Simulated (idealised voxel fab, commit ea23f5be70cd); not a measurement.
Documented hereafter: the process module known as voxel transistor to metal.
For reference, the cross-section in this document is cut, with width 295 nm and square cells of 5 nm.
Cross-section, as written here: a square-cell grid given band by band from the top down, where a band holds one or more rows of cells.
A band entry consists of two parts. The first gives the height of the band's top and the height of its bottom, in nm. The rest lists the band's materials from left to right, each with its width in nm. A single material labelled with the word "all across" fills the band from edge to edge, and the word "blank" marks empty space.
Beneath 0, the wafer as received is one material, and that level is where height counting begins. The lowest band goes on downward without a bottom; it is written like "top 0, no bottom".
Quick explanation for "30->40": the width changes in equal steps down the rows of cells, from the first number in the band's top row to the second number in its bottom row.
Step note "nothing was modified" = no cross-section cell changed.
Voids not open to the top, 8 cells minimum: see "Completely enclosed voids". Written width x height at distance; distance is from the left edge; nm.
That trailing text on a step's line, after the settings, is the simulator's own remark on the step.
For masked steps, "overlay nm" on the step line gives how far right of plan the mask actually lay; a minus sign means it lay to the left.

**List of planned process steps**
- 1: RECEIVE | material Si
- 2: CONFORMAL_DEP | material SiO2 | thk nm 5
- 3: CONFORMAL_DEP | material SiN | thk nm 10
- 4: MASKED_ETCH | tone cover | mask id ACTIVE | width nm 115 | pitch nm 145 | etch materials SiN | depth nm 10 | overlay nm 0
- 5: MASKED_ETCH | tone cover | mask id ACTIVE | width nm 115 | pitch nm 145 | etch materials SiO2 | depth nm 5 | overlay nm 0
- 6: MASKED_ETCH | tone cover | mask id ACTIVE | width nm 115 | pitch nm 145 | etch materials Si | depth nm 30 | overlay nm 0
- 7: OXIDIZE | depth nm 5
- 8: FILL_DEP | material SiO2 | thk nm 5
- 9: CMP | height nm 15
- 10: SELECTIVE_ETCH | etch materials SiO2 | depth nm 10
- 11: STRIP | etch materials SiN
- 12: SELECTIVE_ETCH | etch materials SiO2 | depth nm 5
- 13: OXIDIZE | depth nm 5
- 14: DIRECTIONAL_DEP | material polySi | thk nm 25
- 15: DIRECTIONAL_DEP | material SiCN | thk nm 15
- 16: PATTERN | tone cover | mask id GATE | material resist | width nm 35 | pitch nm 145 | thk nm 15 | overlay nm 0
- 17: DIRECTIONAL_ETCH | etch materials SiCN | depth nm 25
- 18: DIRECTIONAL_ETCH | etch materials polySi | depth nm 35
- 19: STRIP | etch materials resist
- 20: CONFORMAL_DEP | material SiO2 | thk nm 5
- 21: DIRECTIONAL_ETCH | etch materials SiO2 | depth nm 5
- 22: CONFORMAL_DEP | material SiN | thk nm 5
- 23: DIRECTIONAL_ETCH | etch materials SiN | depth nm 5
- 24: DIRECTIONAL_ETCH | etch materials SiO2 | depth nm 5
- 25: EPI | material pSi | thk nm 5
- 26: FILL_DEP | material SiO2 | thk nm 10
- 27: CMP | height nm 25
- 28: STRIP | etch materials polySi
- 29: SELECTIVE_ETCH | etch materials SiO2 | depth nm 5
- 30: CONFORMAL_DEP | material HfO2 | thk nm 5
- 31: CONFORMAL_DEP | material TiN | thk nm 5
- 32: FILL_DEP | material W | thk nm 10
- 33: CMP | height nm 20
- 34: DIRECTIONAL_DEP | material SiO2 | thk nm 15
- 35: PATTERN | tone open | mask id CONTACT | material resist | width nm 15 | thk nm 15 | overlay nm 0
- 36: DIRECTIONAL_ETCH | etch materials SiO2 | depth nm 35
- 37: STRIP | etch materials resist
- 38: CONFORMAL_DEP | material TiN | thk nm 5
- 39: FILL_DEP | material W | thk nm 5
- 40: CMP | height nm 35
- 41: CONFORMAL_DEP | material SiN | thk nm 5
- 42: DIRECTIONAL_DEP | material lowk | thk nm 15
- 43: MASKED_ETCH | tone open | mask id METAL_1 | width nm 15 | etch materials lowk | depth nm 15 | overlay nm 0
- 44: MASKED_ETCH | tone open | mask id METAL_1 | width nm 15 | etch materials SiN | depth nm 5 | overlay nm 0
- 45: CONFORMAL_DEP | material TiN | thk nm 5
- 46: FILL_DEP | material Ru | thk nm 5
- 47: CMP | height nm 55
- 48: EPI | material Ru | thk nm 5
- 49: FILL_DEP | material SiCN | thk nm 5
- 50: DIRECTIONAL_DEP | material SiO2 | thk nm 35
- 51: MASKED_ETCH | tone open | mask id METAL_2 | width nm 15 | pitch nm 145 | etch materials SiO2 | depth nm 20 | overlay nm 0
- 52: PATTERN | tone open | mask id METAL_2_HOLES | material resist | width nm 15 | pitch nm 145 | thk nm 15 | overlay nm 0
- 53: DIRECTIONAL_ETCH | etch materials SiO2 | depth nm 15
- 54: DIRECTIONAL_ETCH | etch materials SiCN | depth nm 5
- 55: STRIP | etch materials resist
- 56: CONFORMAL_DEP | material TiN | thk nm 5
- 57: FILL_DEP | material Cu | thk nm 10
- 58: CMP | height nm 100
- 59: CONFORMAL_DEP | material SiCN | thk nm 5

**Wafer cross-section on receipt, i.e. after step 1**
top 0, no bottom = Si all across
Completely enclosed voids: none

**This is how the wafer looks in cross-section once the module is done, given the starting state and plan above and one mistake in carrying the plan out**
top 105, bottom 100 = SiCN all across
top 100, bottom 65 = 20 SiO2 / 5 TiN / 5 Cu / 5 TiN / 130 SiO2 / 5 TiN / 5 Cu / 5 TiN / 115 SiO2
top 65, bottom 60 = 20 SiCN / 15 TiN / 130 SiCN / 15 TiN / 115 SiCN
top 60, bottom 55 = 15 SiCN / 25 Ru / 65 SiCN / 25 Ru / 30 SiCN / 25 Ru / 65 SiCN / 25 Ru / 20 SiCN
top 55, bottom 40 = 20 lowk / 5 TiN / 5 Ru / 5 TiN / 75 lowk / 5 TiN / 5 Ru / 5 TiN / 40 lowk / 5 TiN / 5 Ru / 5 TiN / 75 lowk / 5 TiN / 5 Ru / 5 TiN / 25 lowk
top 40, bottom 35 = 20 SiN / 15 TiN / 75 SiN / 15 TiN / 40 SiN / 15 TiN / 75 SiN / 15 TiN / 25 SiN
top 35, bottom 30 = 20 SiO2 / 5 TiN / 5 W / 5 TiN / 75 SiO2 / 5 TiN / 5 W / 5 TiN / 40 SiO2 / 5 TiN / 5 W / 5 TiN / 75 SiO2 / 5 TiN / 5 W / 5 TiN / 25 SiO2
top 30, bottom 25 = 20 SiO2 / 15 TiN / 75 SiO2 / 15 TiN / 40 SiO2 / 15 TiN / 75 SiO2 / 15 TiN / 25 SiO2
top 25, bottom 20 = 45 HfO2 / 5 SiN / 5 HfO2 / 5 TiN / 25 W / 5 TiN / 5 HfO2 / 5 SiN / 90 HfO2 / 5 SiN / 5 HfO2 / 5 TiN / 25 W / 5 TiN / 5 HfO2 / 5 SiN / 50 HfO2
top 20, bottom 5 = 45 SiO2 / 5 SiN / 5 HfO2 / 5 TiN / 25 W / 5 TiN / 5 HfO2 / 5 SiN / 90 SiO2 / 5 SiN / 5 HfO2 / 5 TiN / 25 W / 5 TiN / 5 HfO2 / 5 SiN / 50 SiO2
top 5, bottom 0 = 45 SiO2 / 5 SiN / 5 HfO2 / 35 TiN / 5 HfO2 / 5 SiN / 90 SiO2 / 5 SiN / 5 HfO2 / 35 TiN / 5 HfO2 / 5 SiN / 50 SiO2
top 0, bottom -5 = 15 SiO2 / 30 pSi / 5 SiO2 / 45 HfO2 / 5 SiO2 / 30 pSi / 30 SiO2 / 30 pSi / 5 SiO2 / 45 HfO2 / 5 SiO2 / 30 pSi / 20 SiO2
top -5, bottom -35 = 20 SiO2 / 105 Si / 40 SiO2 / 105 Si / 25 SiO2
top -35, no bottom = Si all across
Completely enclosed voids: none
Short version of what went wrong: step 33 changed vs plan, executed as CMP | height nm 25
